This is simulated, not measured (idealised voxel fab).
process module | voxel wiring stack
cross-section cut | 165 nm wide | cells 5 nm
A cross-section is a grid of square cells, given in bands from the top down. A band is one or more rows of cells.
Each band's line starts with the height of the band's top and of its bottom, in nm. Then come its materials from left to right, each with its width in nm. One material with "throughout" fills the band from edge to edge. "air" is empty space.
Height 0 is the level under which the wafer as received is all one material. The lowest band goes on downwards, as in "0 down".
A width such as "30 to 40" changes by the same amount from each row of cells to the next, from the band's top row to its bottom row.
"no change" after a step means that no cell of the cross-section changed.
closed voids: empty space of 8 cells or more with no open way to the top, each as width x height at its distance from the left edge, in nm
after a step's settings: what the simulator itself notes on the step
overlay nm, on a step with a mask: how far to the right of its planned place the mask lay; to the left if negative
Each pair below shows a cross-section before one step and the cross-section after it, down to the lowest band that changed. The line under each pair gives the step between them, with its settings. The pairs can come from different runs of this module on the same starting wafer, so a pair continues from the pair above only where its "before" says so.
before
  140 to 135: TiN 50 | air 20 | TiN 25 | air 20 | TiN 50
  135 to 110: SiO2 45 | TiN 5 | air 20 | TiN 5 | SiO2 15 | TiN 5 | air 20 | TiN 5 | SiO2 45
  110 to 105: SiCN 45 | TiN 30 | SiCN 15 | TiN 30 | SiCN 45
  105 to 85: lowk 45 | TiN 5 | Cu 5 | TiN 5 | lowk 105
  85 to 80: SiCN 45 | TiN 15 | SiCN 105
  80 to 65: SiO2 45 | TiN 5 | Cu 5 | TiN 5 | SiO2 30 | TiN 5 | Cu 5 | TiN 5 | SiO2 60
  65 to 60: SiO2 45 | TiN 15 | SiO2 30 | TiN 15 | SiO2 60
  60 to 50: SiO2 throughout
  50 to 45: SiCN throughout
  45 to 40: SiCN 40 | Ru 40 | SiCN 5 | Ru 40 | SiCN 40
  40 to 15: lowk 45 | TiN 5 | Cu 20 | TiN 5 | lowk 15 | TiN 5 | Cu 20 | TiN 5 | lowk 45
  15 to 10: SiCN 45 | TiN 30 | SiCN 15 | TiN 30 | SiCN 45
  10 to 0: SiO2 throughout
  0 down: Si throughout
  closed voids: none
after
  145 to 140: Ru throughout
  140 to 135: TiN 50 | Ru 20 | TiN 25 | Ru 20 | TiN 50
  135 to 110: SiO2 45 | TiN 5 | Ru 20 | TiN 5 | SiO2 15 | TiN 5 | Ru 20 | TiN 5 | SiO2 45
  below 110: unchanged
  closed voids: none
the step between: op FILL_DEP | material Ru | thk nm 5
before: the cross-section after the pair above
after
  135 to 110: SiO2 45 | TiN 5 | Ru 20 | TiN 5 | SiO2 15 | TiN 5 | Ru 20 | TiN 5 | SiO2 45
  below 110: unchanged
  closed voids: none
the step between: op CMP | height nm 135
before: the cross-section after the pair above
after
  140 to 135: SiCN throughout
  below 135: unchanged
  closed voids: none
the step between: op CONFORMAL_DEP | material SiCN | thk nm 5
before: the cross-section after the pair above
after
  150 to 140: lowk throughout
  below 140: unchanged
  closed voids: none
the step between: op DIRECTIONAL_DEP | material lowk | thk nm 10
before: the cross-section after the pair above
after
  150 to 140: lowk 45 | air 15 | lowk 105
  below 140: unchanged
  closed voids: none
the step between: op MASKED_ETCH | tone open | mask id PLUG_3 | width nm 15 | etch materials lowk | depth nm 10 | overlay nm 0
before: the cross-section after the pair above
after
  150 to 140: lowk 45 | air 15 | lowk 105
  140 to 135: SiCN 45 | air 15 | SiCN 105
  below 135: unchanged
  closed voids: none
the step between: op MASKED_ETCH | tone open | mask id PLUG_3 | width nm 15 | etch materials SiCN | depth nm 5 | overlay nm 0
before: the cross-section after the pair above
after
  155 to 150: TiN 50 | air 5 | TiN 110
  150 to 140: lowk 45 | TiN 5 | air 5 | TiN 5 | lowk 105
  140 to 135: SiCN 45 | TiN 15 | SiCN 105
  below 135: unchanged
  closed voids: none
the step between: op CONFORMAL_DEP | material TiN | thk nm 5
before: the cross-section after the pair above
after
  165 to 155: W throughout
  155 to 150: TiN 50 | W 5 | TiN 110
  150 to 140: lowk 45 | TiN 5 | W 5 | TiN 5 | lowk 105
  below 140: unchanged
  closed voids: none
the step between: op FILL_DEP | material W | thk nm 10
before: the cross-section after the pair above
after
  150 to 140: lowk 45 | TiN 5 | W 5 | TiN 5 | lowk 105
  below 140: unchanged
  closed voids: none
the step between: op CMP | height nm 150
before: the cross-section after the pair above
after
  155 to 150: SiN throughout
  below 150: unchanged
  closed voids: none
the step between: op CONFORMAL_DEP | material SiN | thk nm 5
before: the cross-section after the pair above
after
  175 to 155: SiO2 throughout
  below 155: unchanged
  closed voids: none
the step between: op DIRECTIONAL_DEP | material SiO2 | thk nm 20
before: the cross-section after the pair above
after
  175 to 155: SiO2 45 | air 30 | SiO2 15 | air 30 | SiO2 45
  below 155: unchanged
  closed voids: none
the step between: op MASKED_ETCH | tone open | mask id METAL_4 | width nm 30 | pitch nm 45 | etch materials SiO2 | depth nm 20 | overlay nm 0
before: the cross-section after the pair above
after
  175 to 155: SiO2 45 | air 30 | SiO2 15 | air 30 | SiO2 45
  155 to 150: SiN 45 | air 30 | SiN 15 | air 30 | SiN 45
  below 150: unchanged
  closed voids: none
the step between: op MASKED_ETCH | tone open | mask id METAL_4 | width nm 30 | pitch nm 45 | etch materials SiN | depth nm 5 | overlay nm 0
before: the cross-section after the pair above
after
  180 to 175: TiN 50 | air 20 | TiN 25 | air 20 | TiN 50
  175 to 155: SiO2 45 | TiN 5 | air 20 | TiN 5 | SiO2 15 | TiN 5 | air 20 | TiN 5 | SiO2 45
  155 to 150: SiN 45 | TiN 30 | SiN 15 | TiN 30 | SiN 45
  below 150: unchanged
  closed voids: none
the step between: op CONFORMAL_DEP | material TiN | thk nm 5
before: the cross-section after the pair above
after
  190 to 180: Cu throughout
  180 to 175: TiN 50 | Cu 20 | TiN 25 | Cu 20 | TiN 50
  175 to 155: SiO2 45 | TiN 5 | Cu 20 | TiN 5 | SiO2 15 | TiN 5 | Cu 20 | TiN 5 | SiO2 45
  below 155: unchanged
  closed voids: none
the step between: op FILL_DEP | material Cu | thk nm 10
before: the cross-section after the pair above
after
  175 to 155: SiO2 45 | TiN 5 | Cu 20 | TiN 5 | SiO2 15 | TiN 5 | Cu 20 | TiN 5 | SiO2 45
  below 155: unchanged
  closed voids: none
the step between: op CMP | height nm 175
before: the cross-section after the pair above
after
  180 to 175: air 40 | Ru 40 | air 5 | Ru 40 | air 40
  below 175: unchanged
  closed voids: none
the step between: op EPI | material Ru | thk nm 5
before: the cross-section after the pair above
after
  185 to 180: SiCN throughout
  180 to 175: SiCN 40 | Ru 40 | SiCN 5 | Ru 40 | SiCN 40
  below 175: unchanged
  closed voids: none
the step between: op FILL_DEP | material SiCN | thk nm 5
before
  105 to 85: lowk 45 | TiN 5 | Cu 5 | TiN 5 | lowk 105
  85 to 80: SiCN 45 | TiN 15 | SiCN 105
  80 to 65: SiO2 45 | TiN 5 | Cu 20 | TiN 5 | SiO2 15 | TiN 5 | Cu 20 | TiN 5 | SiO2 45
  65 to 60: SiO2 45 | TiN 5 | Cu 5 | TiN 20 | SiO2 15 | TiN 5 | Cu 5 | TiN 20 | SiO2 45
  60 to 50: SiO2 45 | TiN 5 | Cu 5 | TiN 5 | SiO2 30 | TiN 5 | Cu 5 | TiN 5 | SiO2 60
  50 to 45: SiCN 45 | TiN 15 | SiCN 30 | TiN 15 | SiCN 60
  45 to 40: SiCN 40 | Ru 40 | SiCN 5 | Ru 40 | SiCN 40
  40 to 15: lowk 45 | TiN 5 | Cu 20 | TiN 5 | lowk 15 | TiN 5 | Cu 20 | TiN 5 | lowk 45
  15 to 10: SiCN 45 | TiN 30 | SiCN 15 | TiN 30 | SiCN 45
  10 to 0: SiO2 throughout
  0 down: Si throughout
  closed voids: none
after
  130 to 105: SiO2 throughout
  below 105: unchanged
  closed voids: none
the step between: op DIRECTIONAL_DEP | material SiO2 | thk nm 25
before: the cross-section after the pair above
after
  135 to 130: SiCN throughout
  below 130: unchanged
  closed voids: none
the step between: op CONFORMAL_DEP | material SiCN | thk nm 5
before: the cross-section after the pair above
after
  135 to 130: SiCN 45 | air 30 | SiCN 15 | air 30 | SiCN 45
  below 130: unchanged
  closed voids: none
the step between: op MASKED_ETCH | tone open | mask id METAL_3 | width nm 30 | pitch nm 45 | etch materials SiCN | depth nm 5 | overlay nm 0
before: the cross-section after the pair above
after
  140 to 135: TiN 50 | air 20 | TiN 25 | air 20 | TiN 50
  135 to 130: SiCN 45 | TiN 30 | SiCN 15 | TiN 30 | SiCN 45
  below 130: unchanged
  closed voids: none
the step between: op CONFORMAL_DEP | material TiN | thk nm 5
before: the cross-section after the pair above
after
  145 to 140: Ru throughout
  140 to 135: TiN 50 | Ru 20 | TiN 25 | Ru 20 | TiN 50
  below 135: unchanged
  closed voids: none
the step between: op FILL_DEP | material Ru | thk nm 5
before: the cross-section after the pair above
after
  135 to 130: SiCN 45 | TiN 30 | SiCN 15 | TiN 30 | SiCN 45
  below 130: unchanged
  closed voids: none
the step between: op CMP | height nm 135
before: the cross-section after the pair above
after
  140 to 135: SiCN throughout
  below 135: unchanged
  closed voids: none
the step between: op CONFORMAL_DEP | material SiCN | thk nm 5
before: the cross-section after the pair above
after
  150 to 140: lowk throughout
  below 140: unchanged
  closed voids: none
the step between: op DIRECTIONAL_DEP | material lowk | thk nm 10
before: the cross-section after the pair above
after
  150 to 140: lowk 45 | air 15 | lowk 105
  below 140: unchanged
  closed voids: none
the step between: op MASKED_ETCH | tone open | mask id PLUG_3 | width nm 15 | etch materials lowk | depth nm 10 | overlay nm 0
before: the cross-section after the pair above
after
  150 to 140: lowk 45 | air 15 | lowk 105
  140 to 135: SiCN 45 | air 15 | SiCN 105
  below 135: unchanged
  closed voids: none
the step between: op MASKED_ETCH | tone open | mask id PLUG_3 | width nm 15 | etch materials SiCN | depth nm 5 | overlay nm 0
before: the cross-section after the pair above
after
  155 to 150: TiN 50 | air 5 | TiN 110
  150 to 140: lowk 45 | TiN 5 | air 5 | TiN 5 | lowk 105
  140 to 135: SiCN 45 | TiN 15 | SiCN 105
  below 135: unchanged
  closed voids: none
the step between: op CONFORMAL_DEP | material TiN | thk nm 5
before: the cross-section after the pair above
after
  165 to 155: W throughout
  155 to 150: TiN 50 | W 5 | TiN 110
  150 to 140: lowk 45 | TiN 5 | W 5 | TiN 5 | lowk 105
  below 140: unchanged
  closed voids: none
the step between: op FILL_DEP | material W | thk nm 10
before: the cross-section after the pair above
after
  150 to 140: lowk 45 | TiN 5 | W 5 | TiN 5 | lowk 105
  below 140: unchanged
  closed voids: none
the step between: op CMP | height nm 150
before: the cross-section after the pair above
after
  155 to 150: SiN throughout
  below 150: unchanged
  closed voids: none
the step between: op CONFORMAL_DEP | material SiN | thk nm 5
before: the cross-section after the pair above
after
  175 to 155: SiO2 throughout
  below 155: unchanged
  closed voids: none
the step between: op DIRECTIONAL_DEP | material SiO2 | thk nm 20
before: the cross-section after the pair above
after
  175 to 155: SiO2 45 | air 30 | SiO2 15 | air 30 | SiO2 45
  below 155: unchanged
  closed voids: none
the step between: op MASKED_ETCH | tone open | mask id METAL_4 | width nm 30 | pitch nm 45 | etch materials SiO2 | depth nm 20 | overlay nm 0
before: the cross-section after the pair above
after
  175 to 155: SiO2 45 | air 30 | SiO2 15 | air 30 | SiO2 45
  155 to 150: SiN 45 | air 30 | SiN 15 | air 30 | SiN 45
  below 150: unchanged
  closed voids: none
the step between: op MASKED_ETCH | tone open | mask id METAL_4 | width nm 30 | pitch nm 45 | etch materials SiN | depth nm 5 | overlay nm 0
before: the cross-section after the pair above
after
  180 to 175: TiN 50 | air 20 | TiN 25 | air 20 | TiN 50
  175 to 155: SiO2 45 | TiN 5 | air 20 | TiN 5 | SiO2 15 | TiN 5 | air 20 | TiN 5 | SiO2 45
  155 to 150: SiN 45 | TiN 30 | SiN 15 | TiN 30 | SiN 45
  below 150: unchanged
  closed voids: none
the step between: op CONFORMAL_DEP | material TiN | thk nm 5
before: the cross-section after the pair above
after
  190 to 180: Cu throughout
  180 to 175: TiN 50 | Cu 20 | TiN 25 | Cu 20 | TiN 50
  175 to 155: SiO2 45 | TiN 5 | Cu 20 | TiN 5 | SiO2 15 | TiN 5 | Cu 20 | TiN 5 | SiO2 45
  below 155: unchanged
  closed voids: none
the step between: op FILL_DEP | material Cu | thk nm 10
before: the cross-section after the pair above
after
  175 to 155: SiO2 45 | TiN 5 | Cu 20 | TiN 5 | SiO2 15 | TiN 5 | Cu 20 | TiN 5 | SiO2 45
  below 155: unchanged
  closed voids: none
the step between: op CMP | height nm 175
before: the cross-section after the pair above
after
  180 to 175: air 40 | Ru 40 | air 5 | Ru 40 | air 40
  below 175: unchanged
  closed voids: none
the step between: op EPI | material Ru | thk nm 5
before: the cross-section after the pair above
after
  185 to 180: SiCN throughout
  180 to 175: SiCN 40 | Ru 40 | SiCN 5 | Ru 40 | SiCN 40
  below 175: unchanged
  closed voids: none
the step between: op FILL_DEP | material SiCN | thk nm 5
before
  190 to 180: Cu throughout
  180 to 175: TiN 50 | Cu 20 | TiN 25 | Cu 20 | TiN 50
  175 to 155: SiO2 45 | TiN 5 | Cu 20 | TiN 5 | SiO2 15 | TiN 5 | Cu 20 | TiN 5 | SiO2 45
  155 to 150: SiN 45 | TiN 30 | SiN 15 | TiN 30 | SiN 45
  150 to 140: lowk 45 | TiN 5 | W 5 | TiN 5 | lowk 105
  140 to 135: SiCN 45 | TiN 15 | SiCN 105
  135 to 110: SiO2 45 | TiN 5 | Ru 20 | TiN 5 | SiO2 15 | TiN 5 | Ru 20 | TiN 5 | SiO2 45
  110 to 105: SiCN 45 | TiN 30 | SiCN 15 | TiN 30 | SiCN 45
  105 to 85: lowk 45 | TiN 5 | Cu 5 | TiN 5 | lowk 105
  85 to 80: SiCN 45 | TiN 15 | SiCN 105
  80 to 65: SiO2 45 | TiN 5 | Cu 20 | TiN 5 | SiO2 15 | TiN 5 | Cu 20 | TiN 5 | SiO2 45
  65 to 60: SiO2 45 | TiN 5 | Cu 5 | TiN 20 | SiO2 15 | TiN 5 | Cu 5 | TiN 20 | SiO2 45
  60 to 50: SiO2 45 | TiN 5 | Cu 5 | TiN 5 | SiO2 30 | TiN 5 | Cu 5 | TiN 5 | SiO2 60
  50 to 45: SiCN 45 | TiN 15 | SiCN 30 | TiN 15 | SiCN 60
  45 to 40: SiCN 40 | Ru 40 | SiCN 5 | Ru 40 | SiCN 40
  40 to 15: lowk 45 | TiN 5 | Cu 20 | TiN 5 | lowk 15 | TiN 5 | Cu 20 | TiN 5 | lowk 45
  15 to 10: SiCN 45 | TiN 30 | SiCN 15 | TiN 30 | SiCN 45
  10 to 0: SiO2 throughout
  0 down: Si throughout
  closed voids: none
after
  165 to 155: SiO2 45 | TiN 5 | Cu 20 | TiN 5 | SiO2 15 | TiN 5 | Cu 20 | TiN 5 | SiO2 45
  below 155: unchanged
  closed voids: none
the step between: op CMP | height nm 165
before: the cross-section after the pair above
after
  170 to 165: air 40 | Ru 40 | air 5 | Ru 40 | air 40
  below 165: unchanged
  closed voids: none
the step between: op EPI | material Ru | thk nm 5
before: the cross-section after the pair above
after
  175 to 170: SiCN throughout
  170 to 165: SiCN 40 | Ru 40 | SiCN 5 | Ru 40 | SiCN 40
  below 165: unchanged
  closed voids: none
the step between: op FILL_DEP | material SiCN | thk nm 5
before
  40 to 15: lowk 45 | air 30 | lowk 15 | air 30 | lowk 45
  15 to 10: SiCN throughout
  10 to 0: SiO2 throughout
  0 down: Si throughout
  closed voids: none
after
  40 to 15: lowk 45 | air 30 | lowk 15 | air 30 | lowk 45
  15 to 10: SiCN 50 | air 20 | SiCN 25 | air 20 | SiCN 50
  below 10: unchanged
  closed voids: none
the step between: op MASKED_ETCH | tone open | mask id METAL_1 | width nm 20 | pitch nm 45 | etch materials SiCN | depth nm 5 | overlay nm 0
before: the cross-section after the pair above
after
  45 to 40: TiN 50 | air 20 | TiN 25 | air 20 | TiN 50
  40 to 20: lowk 45 | TiN 5 | air 20 | TiN 5 | lowk 15 | TiN 5 | air 20 | TiN 5 | lowk 45
  20 to 15: lowk 45 | TiN 10 | air 10 | TiN 10 | lowk 15 | TiN 10 | air 10 | TiN 10 | lowk 45
  15 to 10: SiCN 50 | TiN 20 | SiCN 25 | TiN 20 | SiCN 50
  below 10: unchanged
  closed voids: none
the step between: op CONFORMAL_DEP | material TiN | thk nm 5
before: the cross-section after the pair above
after
  50 to 45: Cu throughout
  45 to 40: TiN 50 | Cu 20 | TiN 25 | Cu 20 | TiN 50
  40 to 20: lowk 45 | TiN 5 | Cu 20 | TiN 5 | lowk 15 | TiN 5 | Cu 20 | TiN 5 | lowk 45
  20 to 15: lowk 45 | TiN 10 | Cu 10 | TiN 10 | lowk 15 | TiN 10 | Cu 10 | TiN 10 | lowk 45
  below 15: unchanged
  closed voids: none
the step between: op FILL_DEP | material Cu | thk nm 5
before: the cross-section after the pair above
after
  40 to 20: lowk 45 | TiN 5 | Cu 20 | TiN 5 | lowk 15 | TiN 5 | Cu 20 | TiN 5 | lowk 45
  below 20: unchanged
  closed voids: none
the step between: op CMP | height nm 40
before: the cross-section after the pair above
after
  45 to 40: air 40 | Ru 40 | air 5 | Ru 40 | air 40
  below 40: unchanged
  closed voids: none
the step between: op EPI | material Ru | thk nm 5
before: the cross-section after the pair above
after
  50 to 45: SiCN throughout
  45 to 40: SiCN 40 | Ru 40 | SiCN 5 | Ru 40 | SiCN 40
  below 40: unchanged
  closed voids: none
the step between: op FILL_DEP | material SiCN | thk nm 5
before: the cross-section after the pair above
after
  80 to 50: SiO2 throughout
  below 50: unchanged
  closed voids: none
the step between: op DIRECTIONAL_DEP | material SiO2 | thk nm 30
before: the cross-section after the pair above
after
  80 to 50: SiO2 45 | air 15 | SiO2 30 | air 15 | SiO2 60
  below 50: unchanged
  closed voids: none
the step between: op MASKED_ETCH | tone open | mask id METAL_2_HOLES | width nm 15 | pitch nm 45 | etch materials SiO2 | depth nm 30 | overlay nm 0
before: the cross-section after the pair above
after
  100 to 80: resist 45 | air 30 | resist 15 | air 30 | resist 45
  below 80: unchanged
  closed voids: none
the step between: op PATTERN | tone open | mask id METAL_2 | material resist | width nm 30 | pitch nm 45 | thk nm 20 | overlay nm 0
before: the cross-section after the pair above
after
  100 to 80: resist 45 | air 30 | resist 15 | air 30 | resist 45
  80 to 60: SiO2 45 | air 30 | SiO2 15 | air 30 | SiO2 45
  below 60: unchanged
  closed voids: none
the step between: op DIRECTIONAL_ETCH | etch materials SiO2 | depth nm 20
before: the cross-section after the pair above
after
  100 to 80: resist 45 | air 30 | resist 15 | air 30 | resist 45
  80 to 60: SiO2 45 | air 30 | SiO2 15 | air 30 | SiO2 45
  60 to 50: SiO2 45 | air 15 | SiO2 30 | air 15 | SiO2 60
  50 to 45: SiCN 45 | air 15 | SiCN 30 | air 15 | SiCN 60
  below 45: unchanged
  closed voids: none
the step between: op DIRECTIONAL_ETCH | etch materials SiCN | depth nm 5
before: the cross-section after the pair above
after
  80 to 60: SiO2 45 | air 30 | SiO2 15 | air 30 | SiO2 45
  below 60: unchanged
  closed voids: none
the step between: op STRIP | etch materials resist
before: the cross-section after the pair above
after
  85 to 80: TiN 50 | air 20 | TiN 25 | air 20 | TiN 50
  80 to 65: SiO2 45 | TiN 5 | air 20 | TiN 5 | SiO2 15 | TiN 5 | air 20 | TiN 5 | SiO2 45
  65 to 60: SiO2 45 | TiN 5 | air 5 | TiN 20 | SiO2 15 | TiN 5 | air 5 | TiN 20 | SiO2 45
  60 to 50: SiO2 45 | TiN 5 | air 5 | TiN 5 | SiO2 30 | TiN 5 | air 5 | TiN 5 | SiO2 60
  50 to 45: SiCN 45 | TiN 15 | SiCN 30 | TiN 15 | SiCN 60
  below 45: unchanged
  closed voids: none
the step between: op CONFORMAL_DEP | material TiN | thk nm 5
before: the cross-section after the pair above
after
  95 to 85: Cu throughout
  85 to 80: TiN 50 | Cu 20 | TiN 25 | Cu 20 | TiN 50
  80 to 65: SiO2 45 | TiN 5 | Cu 20 | TiN 5 | SiO2 15 | TiN 5 | Cu 20 | TiN 5 | SiO2 45
  65 to 60: SiO2 45 | TiN 5 | Cu 5 | TiN 20 | SiO2 15 | TiN 5 | Cu 5 | TiN 20 | SiO2 45
  60 to 50: SiO2 45 | TiN 5 | Cu 5 | TiN 5 | SiO2 30 | TiN 5 | Cu 5 | TiN 5 | SiO2 60
  below 50: unchanged
  closed voids: none
the step between: op FILL_DEP | material Cu | thk nm 10
before: the cross-section after the pair above
after
  80 to 65: SiO2 45 | TiN 5 | Cu 20 | TiN 5 | SiO2 15 | TiN 5 | Cu 20 | TiN 5 | SiO2 45
  below 65: unchanged
  closed voids: none
the step between: op CMP | height nm 80
before: the cross-section after the pair above
after
  85 to 80: SiCN throughout
  below 80: unchanged
  closed voids: none
the step between: op CONFORMAL_DEP | material SiCN | thk nm 5
before: the cross-section after the pair above
after
  105 to 85: lowk throughout
  below 85: unchanged
  closed voids: none
the step between: op DIRECTIONAL_DEP | material lowk | thk nm 20
before: the cross-section after the pair above
after
  120 to 105: resist 45 | air 15 | resist 105
  below 105: unchanged
  closed voids: none
the step between: op PATTERN | tone open | mask id PLUG_2 | material resist | width nm 15 | thk nm 15 | overlay nm 0
before: the cross-section after the pair above
after
  120 to 105: resist 45 | air 15 | resist 105
  105 to 85: lowk 45 | air 15 | lowk 105
  below 85: unchanged
  closed voids: none
the step between: op DIRECTIONAL_ETCH | etch materials lowk | depth nm 20
before: the cross-section after the pair above
after
  120 to 105: resist 45 | air 15 | resist 105
  105 to 85: lowk 45 | air 15 | lowk 105
  85 to 80: SiCN 45 | air 15 | SiCN 105
  below 80: unchanged
  closed voids: none
the step between: op DIRECTIONAL_ETCH | etch materials SiCN | depth nm 5
before: the cross-section after the pair above
after
  105 to 85: lowk 45 | air 15 | lowk 105
  below 85: unchanged
  closed voids: none
the step between: op STRIP | etch materials resist
before: the cross-section after the pair above
after
  110 to 105: TiN 50 | air 5 | TiN 110
  105 to 85: lowk 45 | TiN 5 | air 5 | TiN 5 | lowk 105
  85 to 80: SiCN 45 | TiN 15 | SiCN 105
  below 80: unchanged
  closed voids: none
the step between: op CONFORMAL_DEP | material TiN | thk nm 5
before: the cross-section after the pair above
after
  120 to 110: Cu throughout
  110 to 105: TiN 50 | Cu 5 | TiN 110
  105 to 85: lowk 45 | TiN 5 | Cu 5 | TiN 5 | lowk 105
  below 85: unchanged
  closed voids: none
the step between: op FILL_DEP | material Cu | thk nm 10
before: the cross-section after the pair above
after
  105 to 85: lowk 45 | TiN 5 | Cu 5 | TiN 5 | lowk 105
  below 85: unchanged
  closed voids: none
the step between: op CMP | height nm 105
before: the cross-section after the pair above
after
  110 to 105: SiCN throughout
  below 105: unchanged
  closed voids: none
the step between: op CONFORMAL_DEP | material SiCN | thk nm 5
before: the cross-section after the pair above
after
  135 to 110: SiO2 throughout
  below 110: unchanged
  closed voids: none
the step between: op DIRECTIONAL_DEP | material SiO2 | thk nm 25
before: the cross-section after the pair above
after
  135 to 110: SiO2 45 | air 30 | SiO2 15 | air 30 | SiO2 45
  below 110: unchanged
  closed voids: none
the step between: op MASKED_ETCH | tone open | mask id METAL_3 | width nm 30 | pitch nm 45 | etch materials SiO2 | depth nm 25 | overlay nm 0
before: the cross-section after the pair above
after
  135 to 110: SiO2 45 | air 30 | SiO2 15 | air 30 | SiO2 45
  110 to 105: SiCN 45 | air 30 | SiCN 15 | air 30 | SiCN 45
  below 105: unchanged
  closed voids: none
the step between: op MASKED_ETCH | tone open | mask id METAL_3 | width nm 30 | pitch nm 45 | etch materials SiCN | depth nm 5 | overlay nm 0
before: the cross-section after the pair above
after
  140 to 135: TiN 50 | air 20 | TiN 25 | air 20 | TiN 50
  135 to 110: SiO2 45 | TiN 5 | air 20 | TiN 5 | SiO2 15 | TiN 5 | air 20 | TiN 5 | SiO2 45
  110 to 105: SiCN 45 | TiN 30 | SiCN 15 | TiN 30 | SiCN 45
  below 105: unchanged
  closed voids: none
the step between: op CONFORMAL_DEP | material TiN | thk nm 5
before: the cross-section after the pair above
after
  145 to 140: Ru throughout
  140 to 135: TiN 50 | Ru 20 | TiN 25 | Ru 20 | TiN 50
  135 to 110: SiO2 45 | TiN 5 | Ru 20 | TiN 5 | SiO2 15 | TiN 5 | Ru 20 | TiN 5 | SiO2 45
  below 110: unchanged
  closed voids: none
the step between: op FILL_DEP | material Ru | thk nm 5
before: the cross-section after the pair above
after
  135 to 110: SiO2 45 | TiN 5 | Ru 20 | TiN 5 | SiO2 15 | TiN 5 | Ru 20 | TiN 5 | SiO2 45
  below 110: unchanged
  closed voids: none
the step between: op CMP | height nm 135
before: the cross-section after the pair above
after
  140 to 135: SiCN throughout
  below 135: unchanged
  closed voids: none
the step between: op CONFORMAL_DEP | material SiCN | thk nm 5
before: the cross-section after the pair above
after
  150 to 140: lowk throughout
  below 140: unchanged
  closed voids: none
the step between: op DIRECTIONAL_DEP | material lowk | thk nm 10
before: the cross-section after the pair above
after
  150 to 140: lowk 45 | air 15 | lowk 105
  below 140: unchanged
  closed voids: none
the step between: op MASKED_ETCH | tone open | mask id PLUG_3 | width nm 15 | etch materials lowk | depth nm 10 | overlay nm 0
before: the cross-section after the pair above
after
  150 to 140: lowk 45 | air 15 | lowk 105
  140 to 135: SiCN 45 | air 15 | SiCN 105
  below 135: unchanged
  closed voids: none
the step between: op MASKED_ETCH | tone open | mask id PLUG_3 | width nm 15 | etch materials SiCN | depth nm 5 | overlay nm 0
before: the cross-section after the pair above
after
  155 to 150: TiN 50 | air 5 | TiN 110
  150 to 140: lowk 45 | TiN 5 | air 5 | TiN 5 | lowk 105
  140 to 135: SiCN 45 | TiN 15 | SiCN 105
  below 135: unchanged
  closed voids: none
the step between: op CONFORMAL_DEP | material TiN | thk nm 5
before: the cross-section after the pair above
after
  165 to 155: W throughout
  155 to 150: TiN 50 | W 5 | TiN 110
  150 to 140: lowk 45 | TiN 5 | W 5 | TiN 5 | lowk 105
  below 140: unchanged
  closed voids: none
the step between: op FILL_DEP | material W | thk nm 10
before: the cross-section after the pair above
after
  150 to 140: lowk 45 | TiN 5 | W 5 | TiN 5 | lowk 105
  below 140: unchanged
  closed voids: none
the step between: op CMP | height nm 150
before: the cross-section after the pair above
after
  155 to 150: SiN throughout
  below 150: unchanged
  closed voids: none
the step between: op CONFORMAL_DEP | material SiN | thk nm 5
before: the cross-section after the pair above
after
  175 to 155: SiO2 throughout
  below 155: unchanged
  closed voids: none
the step between: op DIRECTIONAL_DEP | material SiO2 | thk nm 20
before: the cross-section after the pair above
after
  175 to 155: SiO2 45 | air 30 | SiO2 15 | air 30 | SiO2 45
  below 155: unchanged
  closed voids: none
the step between: op MASKED_ETCH | tone open | mask id METAL_4 | width nm 30 | pitch nm 45 | etch materials SiO2 | depth nm 20 | overlay nm 0
before: the cross-section after the pair above
after
  175 to 155: SiO2 45 | air 30 | SiO2 15 | air 30 | SiO2 45
  155 to 150: SiN 45 | air 30 | SiN 15 | air 30 | SiN 45
  below 150: unchanged
  closed voids: none
the step between: op MASKED_ETCH | tone open | mask id METAL_4 | width nm 30 | pitch nm 45 | etch materials SiN | depth nm 5 | overlay nm 0
before: the cross-section after the pair above
after
  180 to 175: TiN 50 | air 20 | TiN 25 | air 20 | TiN 50
  175 to 155: SiO2 45 | TiN 5 | air 20 | TiN 5 | SiO2 15 | TiN 5 | air 20 | TiN 5 | SiO2 45
  155 to 150: SiN 45 | TiN 30 | SiN 15 | TiN 30 | SiN 45
  below 150: unchanged
  closed voids: none
the step between: op CONFORMAL_DEP | material TiN | thk nm 5
before: the cross-section after the pair above
after
  190 to 180: Cu throughout
  180 to 175: TiN 50 | Cu 20 | TiN 25 | Cu 20 | TiN 50
  175 to 155: SiO2 45 | TiN 5 | Cu 20 | TiN 5 | SiO2 15 | TiN 5 | Cu 20 | TiN 5 | SiO2 45
  below 155: unchanged
  closed voids: none
the step between: op FILL_DEP | material Cu | thk nm 10
before: the cross-section after the pair above
after
  175 to 155: SiO2 45 | TiN 5 | Cu 20 | TiN 5 | SiO2 15 | TiN 5 | Cu 20 | TiN 5 | SiO2 45
  below 155: unchanged
  closed voids: none
the step between: op CMP | height nm 175
before: the cross-section after the pair above
after
  180 to 175: air 40 | Ru 40 | air 5 | Ru 40 | air 40
  below 175: unchanged
  closed voids: none
the step between: op EPI | material Ru | thk nm 5
before: the cross-section after the pair above
after
  185 to 180: SiCN throughout
  180 to 175: SiCN 40 | Ru 40 | SiCN 5 | Ru 40 | SiCN 40
  below 175: unchanged
  closed voids: none
the step between: op FILL_DEP | material SiCN | thk nm 5
before
  105 to 85: lowk throughout
  85 to 80: SiCN throughout
  80 to 65: SiO2 45 | TiN 5 | Cu 20 | TiN 5 | SiO2 15 | TiN 5 | Cu 20 | TiN 5 | SiO2 45
  65 to 60: SiO2 45 | TiN 5 | Cu 5 | TiN 20 | SiO2 15 | TiN 5 | Cu 5 | TiN 20 | SiO2 45
  60 to 50: SiO2 45 | TiN 5 | Cu 5 | TiN 5 | SiO2 30 | TiN 5 | Cu 5 | TiN 5 | SiO2 60
  50 to 45: SiCN 45 | TiN 15 | SiCN 30 | TiN 15 | SiCN 60
  45 to 40: SiCN 40 | Ru 40 | SiCN 5 | Ru 40 | SiCN 40
  40 to 15: lowk 45 | TiN 5 | Cu 20 | TiN 5 | lowk 15 | TiN 5 | Cu 20 | TiN 5 | lowk 45
  15 to 10: SiCN 45 | TiN 30 | SiCN 15 | TiN 30 | SiCN 45
  10 to 0: SiO2 throughout
  0 down: Si throughout
  closed voids: none
after
  120 to 105: resist 40 | air 15 | resist 110
  below 105: unchanged
  closed voids: none
the step between: op PATTERN | tone open | mask id PLUG_2 | material resist | width nm 15 | thk nm 15 | overlay nm -5
before: the cross-section after the pair above
after
  120 to 105: resist 40 | air 15 | resist 110
  105 to 85: lowk 40 | air 15 | lowk 110
  below 85: unchanged
  closed voids: none
the step between: op DIRECTIONAL_ETCH | etch materials lowk | depth nm 20
before: the cross-section after the pair above
after
  120 to 105: resist 40 | air 15 | resist 110
  105 to 85: lowk 40 | air 15 | lowk 110
  85 to 80: SiCN 40 | air 15 | SiCN 110
  below 80: unchanged
  closed voids: none
the step between: op DIRECTIONAL_ETCH | etch materials SiCN | depth nm 5
before: the cross-section after the pair above
after
  105 to 85: lowk 40 | air 15 | lowk 110
  below 85: unchanged
  closed voids: none
the step between: op STRIP | etch materials resist
